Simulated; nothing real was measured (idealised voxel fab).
The document below concerns the process module designated voxel tone inversion.
Cross-section cut: width 160 nm, square cells of 5 nm.
A cross-section is written here as square cells arranged in a grid, and it is given in bands from the top down, each band taking up one or more rows of cells. Each band's line starts with the height of the band's top and of its bottom, in nm. Then come its materials from left to right, each with its width in nm. One material with "all across" fills the band from edge to edge. "empty" is empty space. The level at which height equals 0 is the one under which the wafer, as it arrives, is entirely one material. No lower edge exists for the bottom band, which continues downward and is notated as in "0 nm and below". So if you see something like "30->40" for the width, read it as the top row of the band sitting at the first number and the bottom row at the second, with every row in between moving by the same amount as the last. A step reported as "nothing got changed" is a step in which no cell of the cross-section changed. Entry "Closed void inventory". Content: empty spaces with no open connection to the top, size 8 cells or greater. Each: width x height at distance. Distance: from left edge. Unit: nm. It should be noted that, on the line of a given step, the content following the step's settings is a remark produced by the simulator itself with respect to that step. overlay nm: where the mask lay relative to plan, measured to the right, on steps with a mask; negatives go left.

Planned step list for the process
1: RECEIVE (material Si)
2: CONFORMAL_DEP (material SiCN; thk nm 5)
3: DIRECTIONAL_DEP (material aC; thk nm 25)
4: PATTERN (tone cover; mask id POSTS; material resist; width nm 25; pitch nm 40; thk nm 30; overlay nm 0)
5: DIRECTIONAL_ETCH (etch materials aC; depth nm 25)
6: STRIP (etch materials resist)
7: FILL_DEP (material SiO2; thk nm 5)
8: CMP (height nm 30)
9: STRIP (etch materials aC)

The first of the two wafers, which ran as planned

Delivered wafer in cross-section: state after step 1
> 0 nm and below | Si all across
> Closed void inventory: none

Presented here is a cross-section of the wafer after step 2 has been performed
> 5 nm to 0 nm | SiCN all across
> Lower than 0, everything is as it was.

Presented here is a cross-section of the wafer after step 3 has been performed
> 30 nm to 5 nm | aC all across
> Lower than 5, everything is as it was.

Presented here is a cross-section of the wafer after step 4 has been performed
> 60 nm to 30 nm | 25 nm empty / 25 nm resist / 15 nm empty / 25 nm resist / 15 nm empty / 25 nm resist / 30 nm empty
> Lower than 30, everything is as it was.

Presented here is a cross-section of the wafer after step 5 has been performed
> 35 nm to 30 nm | 25 nm empty / 25 nm resist / 15 nm empty / 25 nm resist / 15 nm empty / 25 nm resist / 30 nm empty
> 30 nm to 5 nm | 25 nm empty / 25 nm aC / 15 nm empty / 25 nm aC / 15 nm empty / 25 nm aC / 30 nm empty
> Lower than 5, everything is as it was.

Presented here is a cross-section of the wafer after step 6 has been performed
> 30 nm to 5 nm | 25 nm empty / 25 nm aC / 15 nm empty / 25 nm aC / 15 nm empty / 25 nm aC / 30 nm empty
> Lower than 5, everything is as it was.

Presented here is a cross-section of the wafer after step 7 has been performed
> 35 nm to 30 nm | SiO2 all across
> 30 nm to 5 nm | 25 nm SiO2 / 25 nm aC / 15 nm SiO2 / 25 nm aC / 15 nm SiO2 / 25 nm aC / 30 nm SiO2
> Lower than 5, everything is as it was.

Presented here is a cross-section of the wafer after step 8 has been performed
> 30 nm to 5 nm | 25 nm SiO2 / 25 nm aC / 15 nm SiO2 / 25 nm aC / 15 nm SiO2 / 25 nm aC / 30 nm SiO2
> Lower than 5, everything is as it was.

Presented here is a cross-section of the wafer after step 9 has been performed
> 30 nm to 5 nm | 25 nm SiO2 / 25 nm empty / 15 nm SiO2 / 25 nm empty / 15 nm SiO2 / 25 nm empty / 30 nm SiO2
> Lower than 5, everything is as it was.

Wafer two of the pair: same origin, same plan, one error during the run; identical to wafer one up to and including step 7

Cross-section of the second wafer when, according to plan, step 8 should have finished
> 25 nm to 5 nm | 25 nm SiO2 / 25 nm aC / 15 nm SiO2 / 25 nm aC / 15 nm SiO2 / 25 nm aC / 30 nm SiO2
> Lower than 5, everything is as it was.

Cross-section of the second wafer when, according to plan, step 9 should have finished
> 25 nm to 5 nm | 25 nm SiO2 / 25 nm empty / 15 nm SiO2 / 25 nm empty / 15 nm SiO2 / 25 nm empty / 30 nm SiO2
> Lower than 5, everything is as it was.
Here's what went sideways: for step 8, the planned setting was not used; the step was instead run as CMP (height nm 25)
Once processing is complete, comparing cell counts shows that the second wafer has more or fewer of certain materials than the first: 17 fewer of SiO2
